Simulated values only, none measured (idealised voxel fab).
Process module, titled voxel capacitor over wiring
Shown is cross-section cut, with a width of 275 nm and square cells of size 5 nm.
The cross-sections in this document take the form of a grid made of square cells. They are written out as bands, in order from top to bottom. Each band consists of one or more rows of cells.
The band entry comprises the height of the band's top followed by the height of its bottom, expressed in nm, and subsequently the band's materials from left to right, each stated together with its width in nm. Where a single material is marked with the word "everywhere", that material fills the band from edge to edge. The word "empty" represents empty space.
Heights are measured from 0, the level below which the as-received wafer is all one material; the lowest band has no bottom and continues downward, written as in "0 and below".
With a width like "30->40", each row of cells in the band differs from the next by the same amount, the top row carrying the first number and the bottom row the second.
Where the words "remained the same" appear for a step, the cross-section shows no cell changed by that step; every cell remained as before.
Any empty space of 8 cells or more lacking an open way to the top shows up in "Trapped void list" as width x height at distance, distance from the left edge, in nm.
Step line, after settings: the simulator's comment on this step.
When a step includes a mask, the "overlay nm" setting on its line states how far to the right of its planned place that mask lay, and negative values state how far to the left.
If you're wondering how to read the rest of this, here's the deal. It's pairs of cross-sections: one from before a process step, one from after it. The after one is only drawn as far down as the lowest band that changed. Right under each pair you'll see which step sits between them and what its settings were. Don't read the pairs as one continuous story, though. They can come from different runs of this module on the same starting wafer, and a pair only carries on from the one above it where its entry headed "Preceding state" says so.
Preceding state:
> 0 and below: Si everywhere
> Trapped void list: none
Step Result:
> 10 down to 0: SiO2 everywhere
> Unchanged below 0.
> Trapped void list: none
Process step bridging the above cross-sections: CONFORMAL_DEP | material SiO2 | thk nm 10
Preceding state: The prior state of this step coincides with the post-step cross-section of the pair just above.
Step Result:
> 15 down to 10: TiN everywhere
> Unchanged below 10.
> Trapped void list: none
Process step bridging the above cross-sections: DIRECTIONAL_DEP | material TiN | thk nm 5
Preceding state: The prior state of this step coincides with the post-step cross-section of the pair just above.
Step Result:
> 30 down to 15: W everywhere
> Unchanged below 15.
> Trapped void list: none
Process step bridging the above cross-sections: DIRECTIONAL_DEP | material W | thk nm 15
Preceding state: The prior state of this step coincides with the post-step cross-section of the pair just above.
Step Result:
> 45 down to 30: aC everywhere
> Unchanged below 30.
> Trapped void list: none
Process step bridging the above cross-sections: DIRECTIONAL_DEP | material aC | thk nm 15
Preceding state: The prior state of this step coincides with the post-step cross-section of the pair just above.
Step Result:
> 80 down to 45: 85 of empty | 25 of resist | 55 of empty | 25 of resist | 85 of empty
> Unchanged below 45.
> Trapped void list: none
Process step bridging the above cross-sections: PATTERN | tone cover | mask id METAL_1 | material resist | width nm 25 | pitch nm 80 | thk nm 35 | overlay nm 0
Preceding state: The prior state of this step coincides with the post-step cross-section of the pair just above.
Step Result:
> 65 down to 45: 85 of empty | 25 of resist | 55 of empty | 25 of resist | 85 of empty
> 45 down to 30: 85 of empty | 25 of aC | 55 of empty | 25 of aC | 85 of empty
> Unchanged below 30.
> Trapped void list: none
Process step bridging the above cross-sections: DIRECTIONAL_ETCH | etch materials aC | depth nm 15
Preceding state: The prior state of this step coincides with the post-step cross-section of the pair just above.
Step Result:
> 45 down to 30: 85 of empty | 25 of aC | 55 of empty | 25 of aC | 85 of empty
> Unchanged below 30.
> Trapped void list: none
Process step bridging the above cross-sections: STRIP | etch materials resist
Preceding state: The prior state of this step coincides with the post-step cross-section of the pair just above.
Step Result:
> 45 down to 30: 85 of empty | 25 of aC | 55 of empty | 25 of aC | 85 of empty
> 30 down to 15: 85 of empty | 25 of W | 55 of empty | 25 of W | 85 of empty
> Unchanged below 15.
> Trapped void list: none
Process step bridging the above cross-sections: DIRECTIONAL_ETCH | etch materials W | depth nm 15
Preceding state: The prior state of this step coincides with the post-step cross-section of the pair just above.
Step Result:
> 45 down to 30: 85 of empty | 25 of aC | 55 of empty | 25 of aC | 85 of empty
> 30 down to 15: 85 of empty | 25 of W | 55 of empty | 25 of W | 85 of empty
> 15 down to 10: 85 of empty | 25 of TiN | 55 of empty | 25 of TiN | 85 of empty
> Unchanged below 10.
> Trapped void list: none
Process step bridging the above cross-sections: DIRECTIONAL_ETCH | etch materials TiN | depth nm 5
Preceding state: The prior state of this step coincides with the post-step cross-section of the pair just above.
Step Result:
> 30 down to 15: 85 of empty | 25 of W | 55 of empty | 25 of W | 85 of empty
> Unchanged below 15.
> Trapped void list: none
Process step bridging the above cross-sections: STRIP | etch materials aC
Preceding state: The prior state of this step coincides with the post-step cross-section of the pair just above.
Step Result:
> 35 down to 30: 80 of empty | 35 of SiCN | 45 of empty | 35 of SiCN | 80 of empty
> 30 down to 15: 80 of empty | 5 of SiCN | 25 of W | 5 of SiCN | 45 of empty | 5 of SiCN | 25 of W | 5 of SiCN | 80 of empty
> 15 down to 10: 85 of SiCN | 25 of TiN | 55 of SiCN | 25 of TiN | 85 of SiCN
> Unchanged below 10.
> Trapped void list: none
Process step bridging the above cross-sections: CONFORMAL_DEP | material SiCN | thk nm 5
Preceding state: The prior state of this step coincides with the post-step cross-section of the pair just above.
Step Result:
> 45 down to 35: SiO2 everywhere
> 35 down to 30: 80 of SiO2 | 35 of SiCN | 45 of SiO2 | 35 of SiCN | 80 of SiO2
> 30 down to 15: 80 of SiO2 | 5 of SiCN | 25 of W | 5 of SiCN | 45 of SiO2 | 5 of SiCN | 25 of W | 5 of SiCN | 80 of SiO2
> Unchanged below 15.
> Trapped void list: none
Process step bridging the above cross-sections: FILL_DEP | material SiO2 | thk nm 10
Preceding state: The prior state of this step coincides with the post-step cross-section of the pair just above.
Step Result:
> 30 down to 15: 80 of SiO2 | 5 of SiCN | 25 of W | 5 of SiCN | 45 of SiO2 | 5 of SiCN | 25 of W | 5 of SiCN | 80 of SiO2
> Unchanged below 15.
> Trapped void list: none
Process step bridging the above cross-sections: CMP | height nm 30
Preceding state: The prior state of this step coincides with the post-step cross-section of the pair just above.
Step Result:
> 35 down to 30: SiCN everywhere
> Unchanged below 30.
> Trapped void list: none
Process step bridging the above cross-sections: CONFORMAL_DEP | material SiCN | thk nm 5
Preceding state: The prior state of this step coincides with the post-step cross-section of the pair just above.
Step Result:
> 45 down to 35: SiO2 everywhere
> Unchanged below 35.
> Trapped void list: none
Process step bridging the above cross-sections: DIRECTIONAL_DEP | material SiO2 | thk nm 10
Preceding state: The prior state of this step coincides with the post-step cross-section of the pair just above.
Step Result:
> 45 down to 35: 95 of SiO2 | 15 of empty | 165 of SiO2
> Unchanged below 35.
> Trapped void list: none
Process step bridging the above cross-sections: MASKED_ETCH | tone open | mask id PLUG_1 | width nm 15 | etch materials SiO2 | depth nm 10 | overlay nm 0
Preceding state: The prior state of this step coincides with the post-step cross-section of the pair just above.
Step Result:
> 45 down to 35: 95 of SiO2 | 15 of empty | 165 of SiO2
> 35 down to 30: 95 of SiCN | 15 of empty | 165 of SiCN
> Unchanged below 30.
> Trapped void list: none
Process step bridging the above cross-sections: MASKED_ETCH | tone open | mask id PLUG_1 | width nm 15 | etch materials SiCN | depth nm 5 | overlay nm 0
Preceding state: The prior state of this step coincides with the post-step cross-section of the pair just above.
Step Result:
> 45 down to 40: 95 of SiO2 | 15 of empty | 165 of SiO2
> 40 down to 35: 95 of SiO2 | 15 of Ru | 165 of SiO2
> 35 down to 30: 95 of SiCN | 15 of Ru | 165 of SiCN
> Unchanged below 30.
> Trapped void list: none
Process step bridging the above cross-sections: EPI | material Ru | thk nm 10
Preceding state: The prior state of this step coincides with the post-step cross-section of the pair just above.
Step Result:
> 45 down to 35: 95 of SiO2 | 15 of Ru | 165 of SiO2
> Unchanged below 35.
> Trapped void list: none
Process step bridging the above cross-sections: EPI | material Ru | thk nm 5
Preceding state: The prior state of this step coincides with the post-step cross-section of the pair just above.
Step Result:
> 55 down to 45: TiN everywhere
> Unchanged below 45.
> Trapped void list: none
Process step bridging the above cross-sections: DIRECTIONAL_DEP | material TiN | thk nm 10
Preceding state: The prior state of this step coincides with the post-step cross-section of the pair just above.
Step Result:
> 60 down to 55: HfO2 everywhere
> Unchanged below 55.
> Trapped void list: none
Process step bridging the above cross-sections: DIRECTIONAL_DEP | material HfO2 | thk nm 5
Preceding state: The prior state of this step coincides with the post-step cross-section of the pair just above.
Step Result:
> 65 down to 60: TiN everywhere
> Unchanged below 60.
> Trapped void list: none
Process step bridging the above cross-sections: DIRECTIONAL_DEP | material TiN | thk nm 5
Preceding state: The prior state of this step coincides with the post-step cross-section of the pair just above.
Step Result:
> 80 down to 65: aC everywhere
> Unchanged below 65.
> Trapped void list: none
Process step bridging the above cross-sections: DIRECTIONAL_DEP | material aC | thk nm 15
Preceding state: The prior state of this step coincides with the post-step cross-section of the pair just above.
Step Result:
> 110 down to 80: 95 of empty | 60 of resist | 120 of empty
> Unchanged below 80.
> Trapped void list: none
Process step bridging the above cross-sections: PATTERN | tone cover | mask id UPPER_PLATE | material resist | width nm 60 | thk nm 30 | overlay nm 0
Preceding state: The prior state of this step coincides with the post-step cross-section of the pair just above.
Step Result:
> 95 down to 80: 95 of empty | 60 of resist | 120 of empty
> 80 down to 65: 95 of empty | 60 of aC | 120 of empty
> Unchanged below 65.
> Trapped void list: none
Process step bridging the above cross-sections: DIRECTIONAL_ETCH | etch materials aC | depth nm 15
Preceding state: The prior state of this step coincides with the post-step cross-section of the pair just above.
Step Result:
> 80 down to 65: 95 of empty | 60 of aC | 120 of empty
> Unchanged below 65.
> Trapped void list: none
Process step bridging the above cross-sections: STRIP | etch materials resist
Preceding state: The prior state of this step coincides with the post-step cross-section of the pair just above.
Step Result:
> 80 down to 65: 95 of empty | 60 of aC | 120 of empty
> 65 down to 60: 95 of empty | 60 of TiN | 120 of empty
> Unchanged below 60.
> Trapped void list: none
Process step bridging the above cross-sections: DIRECTIONAL_ETCH | etch materials TiN | depth nm 5
Preceding state: The prior state of this step coincides with the post-step cross-section of the pair just above.
Step Result:
> 80 down to 65: 95 of empty | 60 of aC | 120 of empty
> 65 down to 60: 95 of empty | 60 of TiN | 120 of empty
> 60 down to 55: 95 of empty | 60 of HfO2 | 120 of empty
> Unchanged below 55.
> Trapped void list: none
Process step bridging the above cross-sections: DIRECTIONAL_ETCH | etch materials HfO2 | depth nm 5
Preceding state: The prior state of this step coincides with the post-step cross-section of the pair just above.
Step Result:
> 65 down to 60: 95 of empty | 60 of TiN | 120 of empty
> Unchanged below 60.
> Trapped void list: none
Process step bridging the above cross-sections: STRIP | etch materials aC
Preceding state: The prior state of this step coincides with the post-step cross-section of the pair just above.
Step Result:
> 65 down to 60: 95 of empty | 60 of TiN | 120 of empty
> 60 down to 55: 95 of empty | 60 of HfO2 | 120 of empty
> 55 down to 45: 90 of empty | 70 of TiN | 115 of empty
> Unchanged below 45.
> Trapped void list: none
Process step bridging the above cross-sections: MASKED_ETCH | tone cover | mask id LOWER_PLATE | width nm 70 | etch materials TiN | depth nm 10 | overlay nm 0
Preceding state: The prior state of this step coincides with the post-step cross-section of the pair just above.
Step Result:
> 85 down to 65: SiO2 everywhere
> 65 down to 60: 95 of SiO2 | 60 of TiN | 120 of SiO2
> 60 down to 55: 95 of SiO2 | 60 of HfO2 | 120 of SiO2
> 55 down to 45: 90 of SiO2 | 70 of TiN | 115 of SiO2
> Unchanged below 45.
> Trapped void list: none
Process step bridging the above cross-sections: FILL_DEP | material SiO2 | thk nm 20
Preceding state: The prior state of this step coincides with the post-step cross-section of the pair just above.
Step Result:
> 80 down to 65: SiO2 everywhere
> Unchanged below 65.
> Trapped void list: none
Process step bridging the above cross-sections: CMP | height nm 80
Preceding state: The prior state of this step coincides with the post-step cross-section of the pair just above.
Step Result:
> 90 down to 80: aC everywhere
> Unchanged below 80.
> Trapped void list: none
Process step bridging the above cross-sections: DIRECTIONAL_DEP | material aC | thk nm 10
Preceding state: The prior state of this step coincides with the post-step cross-section of the pair just above.
Step Result:
> 120 down to 90: 105 of resist | 15 of empty | 155 of resist
> Unchanged below 90.
> Trapped void list: none
Process step bridging the above cross-sections: PATTERN | tone open | mask id PLUG_2 | material resist | width nm 15 | thk nm 30 | overlay nm 0
Preceding state: The prior state of this step coincides with the post-step cross-section of the pair just above.
Step Result:
> 110 down to 90: 105 of resist | 15 of empty | 155 of resist
> 90 down to 80: 105 of aC | 15 of empty | 155 of aC
> Unchanged below 80.
> Trapped void list: none
Process step bridging the above cross-sections: DIRECTIONAL_ETCH | etch materials aC | depth nm 10
Preceding state: The prior state of this step coincides with the post-step cross-section of the pair just above.
Step Result:
> 90 down to 80: 105 of aC | 15 of empty | 155 of aC
> Unchanged below 80.
> Trapped void list: none
Process step bridging the above cross-sections: STRIP | etch materials resist
Preceding state: The prior state of this step coincides with the post-step cross-section of the pair just above.
Step Result:
> 90 down to 80: 105 of aC | 15 of empty | 155 of aC
> 80 down to 65: 105 of SiO2 | 15 of empty | 155 of SiO2
> Unchanged below 65.
> Trapped void list: none
Process step bridging the above cross-sections: DIRECTIONAL_ETCH | etch materials SiO2 | depth nm 15
Preceding state: The prior state of this step coincides with the post-step cross-section of the pair just above.
Step Result:
> 80 down to 65: 105 of SiO2 | 15 of empty | 155 of SiO2
> Unchanged below 65.
> Trapped void list: none
Process step bridging the above cross-sections: STRIP | etch materials aC
Preceding state: The prior state of this step coincides with the post-step cross-section of the pair just above.
Step Result:
> 85 down to 80: 110 of TiN | 5 of empty | 160 of TiN
> 80 down to 70: 105 of SiO2 | 5 of TiN | 5 of empty | 5 of TiN | 155 of SiO2
> 70 down to 60: 105->95 of SiO2 | 15->60 of TiN | 155->120 of SiO2
> Unchanged below 60.
> Trapped void list: none
Process step bridging the above cross-sections: CONFORMAL_DEP | material TiN | thk nm 5
Preceding state: The prior state of this step coincides with the post-step cross-section of the pair just above.
Step Result:
> 90 down to 85: W everywhere
> 85 down to 80: 110 of TiN | 5 of W | 160 of TiN
> 80 down to 70: 105 of SiO2 | 5 of TiN | 5 of W | 5 of TiN | 155 of SiO2
> Unchanged below 70.
> Trapped void list: none
Process step bridging the above cross-sections: FILL_DEP | material W | thk nm 5
Preceding state: The prior state of this step coincides with the post-step cross-section of the pair just above.
Step Result:
> 80 down to 70: 105 of SiO2 | 5 of TiN | 5 of W | 5 of TiN | 155 of SiO2
> Unchanged below 70.
> Trapped void list: none
Process step bridging the above cross-sections: CMP | height nm 80
Preceding state: The prior state of this step coincides with the post-step cross-section of the pair just above.
Step Result:
> 85 down to 80: SiCN everywhere
> Unchanged below 80.
> Trapped void list: none
Process step bridging the above cross-sections: CONFORMAL_DEP | material SiCN | thk nm 5
Preceding state:
> 45 down to 35: SiO2 everywhere
> 35 down to 30: 80 of SiO2 | 35 of SiCN | 45 of SiO2 | 35 of SiCN | 80 of SiO2
> 30 down to 15: 80 of SiO2 | 5 of SiCN | 25 of W | 5 of SiCN | 45 of SiO2 | 5 of SiCN | 25 of W | 5 of SiCN | 80 of SiO2
> 15 down to 10: 85 of SiCN | 25 of TiN | 55 of SiCN | 25 of TiN | 85 of SiCN
> 10 down to 0: SiO2 everywhere
> 0 and below: Si everywhere
> Trapped void list: none
Step Result:
> 50 down to 45: SiCN everywhere
> Unchanged below 45.
> Trapped void list: none
Process step bridging the above cross-sections: CONFORMAL_DEP | material SiCN | thk nm 5
Preceding state: The prior state of this step coincides with the post-step cross-section of the pair just above.
Step Result:
> 60 down to 50: SiO2 everywhere
> Unchanged below 50.
> Trapped void list: none
Process step bridging the above cross-sections: DIRECTIONAL_DEP | material SiO2 | thk nm 10
Preceding state: The prior state of this step coincides with the post-step cross-section of the pair just above.
Step Result:
> 60 down to 50: 95 of SiO2 | 15 of empty | 165 of SiO2
> Unchanged below 50.
> Trapped void list: none
Process step bridging the above cross-sections: MASKED_ETCH | tone open | mask id PLUG_1 | width nm 15 | etch materials SiO2 | depth nm 10 | overlay nm 0
Preceding state: The prior state of this step coincides with the post-step cross-section of the pair just above.
Step Result:
> 60 down to 50: 95 of SiO2 | 15 of empty | 165 of SiO2
> 50 down to 45: 95 of SiCN | 15 of empty | 165 of SiCN
> Unchanged below 45.
> Trapped void list: none
Process step bridging the above cross-sections: MASKED_ETCH | tone open | mask id PLUG_1 | width nm 15 | etch materials SiCN | depth nm 5 | overlay nm 0
Preceding state: The prior state of this step coincides with the post-step cross-section of the pair just above.
Step Result:
> 70 down to 60: 95 of TiN | 15 of empty | 165 of TiN
> 60 down to 55: 95 of SiO2 | 15 of empty | 165 of SiO2
> 55 down to 50: 95 of SiO2 | 15 of TiN | 165 of SiO2
> 50 down to 45: 95 of SiCN | 15 of TiN | 165 of SiCN
> Unchanged below 45.
> Trapped void list: none
Process step bridging the above cross-sections: DIRECTIONAL_DEP | material TiN | thk nm 10
Preceding state: The prior state of this step coincides with the post-step cross-section of the pair just above.
Step Result:
> 75 down to 70: 95 of HfO2 | 15 of empty | 165 of HfO2
> 70 down to 60: 95 of TiN | 15 of empty | 165 of TiN
> 60 down to 55: 95 of SiO2 | 15 of HfO2 | 165 of SiO2
> Unchanged below 55.
> Trapped void list: none
Process step bridging the above cross-sections: DIRECTIONAL_DEP | material HfO2 | thk nm 5
Preceding state: The prior state of this step coincides with the post-step cross-section of the pair just above.
Step Result:
> 80 down to 75: 95 of TiN | 15 of empty | 165 of TiN
> 75 down to 70: 95 of HfO2 | 15 of empty | 165 of HfO2
> 70 down to 65: 95 of TiN | 15 of empty | 165 of TiN
> 65 down to 60: TiN everywhere
> Unchanged below 60.
> Trapped void list: none
Process step bridging the above cross-sections: DIRECTIONAL_DEP | material TiN | thk nm 5
Preceding state: The prior state of this step coincides with the post-step cross-section of the pair just above.
Step Result:
> 95 down to 80: 95 of aC | 15 of empty | 165 of aC
> 80 down to 75: 95 of TiN | 15 of aC | 165 of TiN
> 75 down to 70: 95 of HfO2 | 15 of aC | 165 of HfO2
> 70 down to 65: 95 of TiN | 15 of aC | 165 of TiN
> Unchanged below 65.
> Trapped void list: none
Process step bridging the above cross-sections: DIRECTIONAL_DEP | material aC | thk nm 15
Preceding state: The prior state of this step coincides with the post-step cross-section of the pair just above.
Step Result:
> 125 down to 95: 95 of empty | 60 of resist | 120 of empty
> 95 down to 80: 95 of aC | 15 of resist | 165 of aC
> Unchanged below 80.
> Trapped void list: none
Process step bridging the above cross-sections: PATTERN | tone cover | mask id UPPER_PLATE | material resist | width nm 60 | thk nm 30 | overlay nm 0
Preceding state: The prior state of this step coincides with the post-step cross-section of the pair just above.
Step Result:
> 110 down to 95: 95 of empty | 60 of resist | 120 of empty
> 95 down to 80: 95 of empty | 15 of resist | 45 of aC | 120 of empty
> Unchanged below 80.
> Trapped void list: none
Process step bridging the above cross-sections: DIRECTIONAL_ETCH | etch materials aC | depth nm 15
Preceding state: The prior state of this step coincides with the post-step cross-section of the pair just above.
Step Result:
> 95 down to 80: 110 of empty | 45 of aC | 120 of empty
> Unchanged below 80.
> Trapped void list: none
Process step bridging the above cross-sections: STRIP | etch materials resist
Preceding state: The prior state of this step coincides with the post-step cross-section of the pair just above.
Step Result:
> 95 down to 80: 110 of empty | 45 of aC | 120 of empty
> 80 down to 75: 95 of empty | 15 of aC | 45 of TiN | 120 of empty
> Unchanged below 75.
> Trapped void list: none
Process step bridging the above cross-sections: DIRECTIONAL_ETCH | etch materials TiN | depth nm 5
Preceding state: The prior state of this step coincides with the post-step cross-section of the pair just above.
Step Result:
> 95 down to 80: 110 of empty | 45 of aC | 120 of empty
> 80 down to 75: 95 of empty | 15 of aC | 45 of TiN | 120 of empty
> 75 down to 70: 95 of empty | 15 of aC | 45 of HfO2 | 120 of empty
> Unchanged below 70.
> Trapped void list: none
Process step bridging the above cross-sections: DIRECTIONAL_ETCH | etch materials HfO2 | depth nm 5
Preceding state: The prior state of this step coincides with the post-step cross-section of the pair just above.
Step Result:
> 80 down to 75: 110 of empty | 45 of TiN | 120 of empty
> 75 down to 70: 110 of empty | 45 of HfO2 | 120 of empty
> 70 down to 65: 95 of TiN | 15 of empty | 165 of TiN
> Unchanged below 65.
> Trapped void list: none
Process step bridging the above cross-sections: STRIP | etch materials aC
Preceding state: The prior state of this step coincides with the post-step cross-section of the pair just above.
Step Result:
> 80 down to 75: 110 of empty | 45 of TiN | 120 of empty
> 75 down to 70: 110 of empty | 45 of HfO2 | 120 of empty
> 70 down to 65: 90 of empty | 5 of TiN | 15 of empty | 50 of TiN | 115 of empty
> 65 down to 60: 90 of empty | 70 of TiN | 115 of empty
> Unchanged below 60.
> Trapped void list: none
Process step bridging the above cross-sections: MASKED_ETCH | tone cover | mask id LOWER_PLATE | width nm 70 | etch materials TiN | depth nm 10 | overlay nm 0
Preceding state: The prior state of this step coincides with the post-step cross-section of the pair just above.
Step Result:
> 100 down to 80: SiO2 everywhere
> 80 down to 75: 110 of SiO2 | 45 of TiN | 120 of SiO2
> 75 down to 70: 110 of SiO2 | 45 of HfO2 | 120 of SiO2
> 70 down to 65: 90 of SiO2 | 5 of TiN | 15 of SiO2 | 50 of TiN | 115 of SiO2
> 65 down to 60: 90 of SiO2 | 70 of TiN | 115 of SiO2
> Unchanged below 60.
> Trapped void list: none
Process step bridging the above cross-sections: FILL_DEP | material SiO2 | thk nm 20
Preceding state: The prior state of this step coincides with the post-step cross-section of the pair just above.
Step Result:
> 80 down to 75: 110 of SiO2 | 45 of TiN | 120 of SiO2
> Unchanged below 75.
> Trapped void list: none
Process step bridging the above cross-sections: CMP | height nm 80
Preceding state: The prior state of this step coincides with the post-step cross-section of the pair just above.
Step Result:
> 90 down to 80: aC everywhere
> Unchanged below 80.
> Trapped void list: none
Process step bridging the above cross-sections: DIRECTIONAL_DEP | material aC | thk nm 10
Preceding state: The prior state of this step coincides with the post-step cross-section of the pair just above.
Step Result:
> 120 down to 90: 105 of resist | 15 of empty | 155 of resist
> Unchanged below 90.
> Trapped void list: none
Process step bridging the above cross-sections: PATTERN | tone open | mask id PLUG_2 | material resist | width nm 15 | thk nm 30 | overlay nm 0
Preceding state: The prior state of this step coincides with the post-step cross-section of the pair just above.
Step Result:
> 110 down to 90: 105 of resist | 15 of empty | 155 of resist
> 90 down to 80: 105 of aC | 15 of empty | 155 of aC
> Unchanged below 80.
> Trapped void list: none
Process step bridging the above cross-sections: DIRECTIONAL_ETCH | etch materials aC | depth nm 10
Preceding state: The prior state of this step coincides with the post-step cross-section of the pair just above.
Step Result:
> 90 down to 80: 105 of aC | 15 of empty | 155 of aC
> Unchanged below 80.
> Trapped void list: none
Process step bridging the above cross-sections: STRIP | etch materials resist
Preceding state: The prior state of this step coincides with the post-step cross-section of the pair just above.
Step Result:
> 90 down to 80: 105 of aC | 15 of empty | 155 of aC
> 80 down to 75: 105 of SiO2 | 5 of empty | 45 of TiN | 120 of SiO2
> 75 down to 70: 105 of SiO2 | 5 of empty | 45 of HfO2 | 120 of SiO2
> 70 down to 65: 90 of SiO2 | 5 of TiN | 10 of SiO2 | 5 of empty | 50 of TiN | 115 of SiO2
> Unchanged below 65.
> Trapped void list: none
Process step bridging the above cross-sections: DIRECTIONAL_ETCH | etch materials SiO2 | depth nm 15
Preceding state: The prior state of this step coincides with the post-step cross-section of the pair just above.
Step Result:
> 80 down to 75: 105 of SiO2 | 5 of empty | 45 of TiN | 120 of SiO2
> Unchanged below 75.
> Trapped void list: none
Process step bridging the above cross-sections: STRIP | etch materials aC
Preceding state: The prior state of this step coincides with the post-step cross-section of the pair just above.
Step Result:
> 85 down to 80: TiN everywhere
> 80 down to 75: 105 of SiO2 | 50 of TiN | 120 of SiO2
> 75 down to 70: 105 of SiO2 | 5 of TiN | 45 of HfO2 | 120 of SiO2
> 70 down to 65: 90 of SiO2 | 5 of TiN | 10 of SiO2 | 55 of TiN | 115 of SiO2
> Unchanged below 65.
> Trapped void list: none
Process step bridging the above cross-sections: CONFORMAL_DEP | material TiN | thk nm 5
Preceding state: The prior state of this step coincides with the post-step cross-section of the pair just above.
Step Result:
> 90 down to 85: W everywhere
> Unchanged below 85.
> Trapped void list: none
Process step bridging the above cross-sections: FILL_DEP | material W | thk nm 5
Preceding state: The prior state of this step coincides with the post-step cross-section of the pair just above.
Step Result:
> 80 down to 75: 105 of SiO2 | 50 of TiN | 120 of SiO2
> Unchanged below 75.
> Trapped void list: none
Process step bridging the above cross-sections: CMP | height nm 80
Preceding state: The prior state of this step coincides with the post-step cross-section of the pair just above.
Step Result:
> 85 down to 80: SiCN everywhere
> Unchanged below 80.
> Trapped void list: none
Process step bridging the above cross-sections: CONFORMAL_DEP | material SiCN | thk nm 5
Preceding state:
> 45 down to 40: 95 of SiO2 | 15 of empty | 165 of SiO2
> 40 down to 35: 95 of SiO2 | 15 of Ru | 165 of SiO2
> 35 down to 30: 95 of SiCN | 15 of Ru | 165 of SiCN
> 30 down to 15: 80 of SiO2 | 5 of SiCN | 25 of W | 5 of SiCN | 45 of SiO2 | 5 of SiCN | 25 of W | 5 of SiCN | 80 of SiO2
> 15 down to 10: 85 of SiCN | 25 of TiN | 55 of SiCN | 25 of TiN | 85 of SiCN
> 10 down to 0: SiO2 everywhere
> 0 and below: Si everywhere
> Trapped void list: none
Step Result:
> 50 down to 45: 90 of empty | 25 of Ru | 160 of empty
> 45 down to 35: 95 of SiO2 | 15 of Ru | 165 of SiO2
> Unchanged below 35.
> Trapped void list: none
Process step bridging the above cross-sections: EPI | material Ru | thk nm 10
Preceding state: The prior state of this step coincides with the post-step cross-section of the pair just above.
Step Result:
> 55 down to 45: 85 of empty | 35 of Ru | 155 of empty
> Unchanged below 45.
> Trapped void list: none
Process step bridging the above cross-sections: EPI | material Ru | thk nm 5
Preceding state: The prior state of this step coincides with the post-step cross-section of the pair just above.
Step Result:
> 65 down to 55: 85 of empty | 35 of TiN | 155 of empty
> 55 down to 45: 85 of TiN | 35 of Ru | 155 of TiN
> Unchanged below 45.
> Trapped void list: none
Process step bridging the above cross-sections: DIRECTIONAL_DEP | material TiN | thk nm 10
Preceding state: The prior state of this step coincides with the post-step cross-section of the pair just above.
Step Result:
> 70 down to 65: 85 of empty | 35 of HfO2 | 155 of empty
> 65 down to 60: 85 of empty | 35 of TiN | 155 of empty
> 60 down to 55: 85 of HfO2 | 35 of TiN | 155 of HfO2
> Unchanged below 55.
> Trapped void list: none
Process step bridging the above cross-sections: DIRECTIONAL_DEP | material HfO2 | thk nm 5
Preceding state: The prior state of this step coincides with the post-step cross-section of the pair just above.
Step Result:
> 75 down to 70: 85 of empty | 35 of TiN | 155 of empty
> 70 down to 65: 85 of empty | 35 of HfO2 | 155 of empty
> 65 down to 60: TiN everywhere
> Unchanged below 60.
> Trapped void list: none
Process step bridging the above cross-sections: DIRECTIONAL_DEP | material TiN | thk nm 5
Preceding state: The prior state of this step coincides with the post-step cross-section of the pair just above.
Step Result:
> 90 down to 80: 85 of empty | 35 of aC | 155 of empty
> 80 down to 75: aC everywhere
> 75 down to 70: 85 of aC | 35 of TiN | 155 of aC
> 70 down to 65: 85 of aC | 35 of HfO2 | 155 of aC
> Unchanged below 65.
> Trapped void list: none
Process step bridging the above cross-sections: DIRECTIONAL_DEP | material aC | thk nm 15
Preceding state: The prior state of this step coincides with the post-step cross-section of the pair just above.
Step Result:
> 120 down to 90: 95 of empty | 60 of resist | 120 of empty
> 90 down to 80: 85 of empty | 35 of aC | 35 of resist | 120 of empty
> Unchanged below 80.
> Trapped void list: none
Process step bridging the above cross-sections: PATTERN | tone cover | mask id UPPER_PLATE | material resist | width nm 60 | thk nm 30 | overlay nm 0
Preceding state: The prior state of this step coincides with the post-step cross-section of the pair just above.
Step Result:
> 105 down to 90: 95 of empty | 60 of resist | 120 of empty
> 90 down to 80: 95 of empty | 25 of aC | 35 of resist | 120 of empty
> 80 down to 75: 95 of empty | 60 of aC | 120 of empty
> 75 down to 70: 85 of empty | 35 of TiN | 35 of aC | 120 of empty
> 70 down to 65: 85 of empty | 35 of HfO2 | 35 of aC | 120 of empty
> Unchanged below 65.
> Trapped void list: none
Process step bridging the above cross-sections: DIRECTIONAL_ETCH | etch materials aC | depth nm 15
Preceding state: The prior state of this step coincides with the post-step cross-section of the pair just above.
Step Result:
> 90 down to 80: 95 of empty | 25 of aC | 155 of empty
> Unchanged below 80.
> Trapped void list: none
Process step bridging the above cross-sections: STRIP | etch materials resist
Preceding state: The prior state of this step coincides with the post-step cross-section of the pair just above.
Step Result:
> 90 down to 80: 95 of empty | 25 of aC | 155 of empty
> 80 down to 75: 95 of empty | 60 of aC | 120 of empty
> 75 down to 70: 95 of empty | 25 of TiN | 35 of aC | 120 of empty
> 70 down to 65: 85 of empty | 35 of HfO2 | 35 of aC | 120 of empty
> 65 down to 60: 85 of empty | 70 of TiN | 120 of empty
> Unchanged below 60.
> Trapped void list: none
Process step bridging the above cross-sections: DIRECTIONAL_ETCH | etch materials TiN | depth nm 5
Preceding state: The prior state of this step coincides with the post-step cross-section of the pair just above.
Step Result:
> 90 down to 80: 95 of empty | 25 of aC | 155 of empty
> 80 down to 75: 95 of empty | 60 of aC | 120 of empty
> 75 down to 70: 95 of empty | 25 of TiN | 35 of aC | 120 of empty
> 70 down to 65: 95 of empty | 25 of HfO2 | 35 of aC | 120 of empty
> 65 down to 60: 85 of empty | 70 of TiN | 120 of empty
> 60 down to 55: 85 of empty | 35 of TiN | 35 of HfO2 | 120 of empty
> Unchanged below 55.
> Trapped void list: none
Process step bridging the above cross-sections: DIRECTIONAL_ETCH | etch materials HfO2 | depth nm 5
Preceding state: The prior state of this step coincides with the post-step cross-section of the pair just above.
Step Result:
> 75 down to 70: 95 of empty | 25 of TiN | 155 of empty
> 70 down to 65: 95 of empty | 25 of HfO2 | 155 of empty
> Unchanged below 65.
> Trapped void list: none
Process step bridging the above cross-sections: STRIP | etch materials aC
Preceding state: The prior state of this step coincides with the post-step cross-section of the pair just above.
Step Result:
> 75 down to 70: 95 of empty | 25 of TiN | 155 of empty
> 70 down to 65: 95 of empty | 25 of HfO2 | 155 of empty
> 65 down to 60: 90 of empty | 65 of TiN | 120 of empty
> 60 down to 55: 90 of empty | 30 of TiN | 35 of HfO2 | 120 of empty
> 55 down to 45: 85 of empty | 35 of Ru | 40 of TiN | 115 of empty
> Unchanged below 45.
> Trapped void list: none
Process step bridging the above cross-sections: MASKED_ETCH | tone cover | mask id LOWER_PLATE | width nm 70 | etch materials TiN | depth nm 10 | overlay nm 0
